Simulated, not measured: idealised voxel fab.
Process module name: voxel quadruple lines
Each square cell in cross-section cut measures 5 nm, and the section as a whole is 140 nm wide.
Think of the cross-section as a grid of square cells. We describe it in bands, top to bottom, and each band covers one or more rows of those cells. Heights first: top, then bottom, in nm. Then materials, left to right, each with a width in nm. "edge to edge" on a single material: fills the band edge to edge. "empty": empty space. Heights are measured from 0, the level below which the as-received wafer is all one material; the lowest band has no bottom and continues downward, written as in "0 -> down". A two-number width, for instance "30 to 40", indicates that the width is equal to the first number in the top row of the band and to the second number in the bottom row, and that it changes by a constant amount per row of cells. Given "no alterations made" for a step, no cell of the cross-section differs between before and after that step. Each empty space that has no open way to the top and spans at least 8 cells appears under "Closed void inventory" as width x height at distance, the distance counted from the left edge, all in nm. What comes after the settings on a step's line is commentary from the simulator itself on that step. overlay nm: step with mask; distance mask lay right of planned place; negative value = left of planned place.

# Planned step list for the process
step 1: RECEIVE,material Si
step 2: CONFORMAL_DEP,material Al2O3,thk nm 5
step 3: DIRECTIONAL_DEP,material Ru,thk nm 10
step 4: DIRECTIONAL_DEP,material polySi,thk nm 20
step 5: DIRECTIONAL_DEP,material aC,thk nm 25
step 6: PATTERN,tone cover,mask id MANDREL,material resist,width nm 20,thk nm 35,overlay nm 0
step 7: DIRECTIONAL_ETCH,etch materials aC,depth nm 25
step 8: STRIP,etch materials resist
step 9: CONFORMAL_DEP,material SiO2,thk nm 10
step 10: DIRECTIONAL_ETCH,etch materials SiO2,depth nm 10
step 11: STRIP,etch materials aC
step 12: DIRECTIONAL_ETCH,etch materials polySi,depth nm 20
step 13: STRIP,etch materials SiO2
step 14: CONFORMAL_DEP,material SiN,thk nm 10
step 15: DIRECTIONAL_ETCH,etch materials SiN,depth nm 10
step 16: STRIP,etch materials polySi
step 17: DIRECTIONAL_ETCH,etch materials Ru,depth nm 10
step 18: STRIP,etch materials SiN
step 19: FILL_DEP,material SiO2,thk nm 10
step 20: CMP,height nm 15
Every wafer here starts from the same state; it is the step 6 width nm that distinguishes them, and the value the plan gives belongs to the first wafer.

# First of several wafers, received after step 1, in cross-section
- 0 -> down: Si edge to edge
- Closed void inventory: none

# At the end of the module, after its last step, step 20, the first of several wafers appears in cross-section as follows
- 15 -> 5: 40 SiO2, 10 Ru, 10 SiO2, 20 Ru, 10 SiO2, 10 Ru, 40 SiO2
- 5 -> 0: Al2O3 edge to edge
- 0 -> down: Si edge to edge
- Closed void inventory: none

# Module end, final wafer: cross-section
- 15 -> 5: 30 SiO2, 10 Ru, 10 SiO2, 10 Ru, 25 SiO2, 10 Ru, 10 SiO2, 10 Ru, 25 SiO2
- 5 -> 0: Al2O3 edge to edge
- 0 -> down: Si edge to edge
- Closed void inventory: none

# Below is a per-wafer table. In it, each row describes the wafer at the end of the module by giving, for each material, the number of cells gained (+) or lost (-) since the wafer was received, and after that the closed voids of the wafer
width nm 20, +28 Al2O3, +16 Ru, +40 SiO2, Closed void inventory: none
width nm 25, +28 Al2O3, +16 Ru, +40 SiO2, Closed void inventory: none
width nm 30, +28 Al2O3, +16 Ru, +40 SiO2, Closed void inventory: none
width nm 35, +28 Al2O3, +16 Ru, +40 SiO2, Closed void inventory: none
width nm 40, +28 Al2O3, +16 Ru, +40 SiO2, Closed void inventory: none
width nm 45, +28 Al2O3, +16 Ru, +40 SiO2, Closed void inventory: none
